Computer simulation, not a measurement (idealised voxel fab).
This is a process module. Its name is voxel wiring stack.
Shown is cross-section cut, with a width of 210 nm and square cells of size 5 nm.
Each cross-section below is a grid of square cells, stated as bands in top-down order, with one or more rows of cells making up each band.
It is stipulated that each band's entry specify, in nanometres, the height of the top of the band and then that of its bottom, followed by the materials of the band in left-to-right sequence, each together with its width in nanometres. A single material marked by the word "full width" is understood to fill the band from edge to edge; the word "blank" is understood to denote empty space.
Convention: height 0 is the level below which the wafer, as received, is all one material. The lowest band does not terminate at the bottom but continues downward, represented as "0 nm and below".
The width entry "30..40" should be interpreted row by row: the top row of cells in the band takes the first number, the bottom row takes the second number, and the change between adjacent rows is uniform throughout.
Step marked "no change"? Then no cell in the cross-section changed in it.
Look at "Enclosed voids" for the closed voids: empty spaces with no open path to the top, sized 8 cells or up. Each is width x height at distance, distance from the left edge, all nm.
Post-settings text on a step line: simulator's own remark regarding the step.
overlay nm: on a step with a mask, how far right of its planned place the mask lay; negative means left.

**Here's what the planned process steps look like**
1. op RECEIVE | material Si
2. op CONFORMAL_DEP | material SiO2 | thk nm 15
3. op DIRECTIONAL_DEP | material TiN | thk nm 5
4. op DIRECTIONAL_DEP | material Ru | thk nm 20
5. op MASKED_ETCH | tone cover | mask id METAL_1 | width nm 30 | pitch nm 60 | etch materials Ru | depth nm 20 | overlay nm 0
6. op MASKED_ETCH | tone cover | mask id METAL_1 | width nm 30 | pitch nm 60 | etch materials TiN | depth nm 5 | overlay nm 0
7. op CONFORMAL_DEP | material SiCN | thk nm 5
8. op FILL_DEP | material SiO2 | thk nm 5
9. op CMP | height nm 40
10. op CONFORMAL_DEP | material SiCN | thk nm 5
11. op DIRECTIONAL_DEP | material SiO2 | thk nm 10
12. op MASKED_ETCH | tone open | mask id PLUG_1 | width nm 15 | etch materials SiO2 | depth nm 10 | overlay nm 0
13. op MASKED_ETCH | tone open | mask id PLUG_1 | width nm 15 | etch materials SiCN | depth nm 5 | overlay nm 0
14. op EPI | material Ru | thk nm 10
15. op EPI | material Ru | thk nm 5
16. op CONFORMAL_DEP | material SiN | thk nm 5
17. op DIRECTIONAL_DEP | material lowk | thk nm 20
18. op MASKED_ETCH | tone open | mask id METAL_2 | width nm 30 | pitch nm 60 | etch materials lowk | depth nm 20 | overlay nm 0
19. op MASKED_ETCH | tone open | mask id METAL_2 | width nm 30 | pitch nm 60 | etch materials SiN | depth nm 5 | overlay nm 0
20. op CONFORMAL_DEP | material TiN | thk nm 5
21. op FILL_DEP | material Cu | thk nm 10
22. op CMP | height nm 80
23. op EPI | material Ru | thk nm 5
24. op FILL_DEP | material SiCN | thk nm 5

**Here's what the wafer looked like in cross-section when it arrived - that's after step 1**
0 nm and below | Si full width
Enclosed voids: none

**Looking at the first of two wafers in cross-section at end of module - ran to plan**
90 nm to 85 nm | SiCN full width
85 nm to 80 nm | SiCN=55 | Ru=40 | SiCN=20 | Ru=40 | SiCN=55
80 nm to 60 nm | lowk=60 | TiN=5 | Cu=20 | TiN=5 | lowk=30 | TiN=5 | Cu=20 | TiN=5 | lowk=60
60 nm to 55 nm | SiN=60 | TiN=30 | SiN=30 | TiN=30 | SiN=60
55 nm to 45 nm | SiO2=60 | Ru=15 | SiO2=135
45 nm to 40 nm | SiCN=60 | Ru=15 | SiCN=135
40 nm to 20 nm | SiO2=55 | SiCN=5 | Ru=30 | SiCN=5 | SiO2=20 | SiCN=5 | Ru=30 | SiCN=5 | SiO2=55
20 nm to 15 nm | SiCN=60 | TiN=30 | SiCN=30 | TiN=30 | SiCN=60
15 nm to 0 nm | SiO2 full width
0 nm and below | Si full width
Enclosed voids: none

**End-of-module cross-section of the second wafer: identical starting point and process plan to the first, with one processing mistake**
90 nm to 85 nm | SiCN full width
85 nm to 80 nm | Ru full width
80 nm to 75 nm | Cu full width
75 nm to 70 nm | TiN=65 | Cu=20 | TiN=40 | Cu=20 | TiN=65
70 nm to 50 nm | lowk=60 | TiN=5 | Cu=20 | TiN=5 | lowk=30 | TiN=5 | Cu=20 | TiN=5 | lowk=60
50 nm to 45 nm | SiN=60 | TiN=30 | SiN=30 | TiN=30 | SiN=60
45 nm to 35 nm | SiO2=60 | Ru=15 | SiO2=135
35 nm to 30 nm | SiCN=60 | Ru=15 | SiCN=135
30 nm to 20 nm | SiO2=55 | SiCN=5 | Ru=30 | SiCN=5 | SiO2=20 | SiCN=5 | Ru=30 | SiCN=5 | SiO2=55
20 nm to 15 nm | SiCN=60 | TiN=30 | SiCN=30 | TiN=30 | SiCN=60
15 nm to 0 nm | SiO2 full width
0 nm and below | Si full width
Enclosed voids: none
Here's what went sideways: step 9 did not use the planned setting and instead ran as op CMP | height nm 30
Final cells, second wafer relative to first, materials higher or lower: +50 Cu | +2 Ru | -34 SiCN | -52 SiO2 | +34 TiN
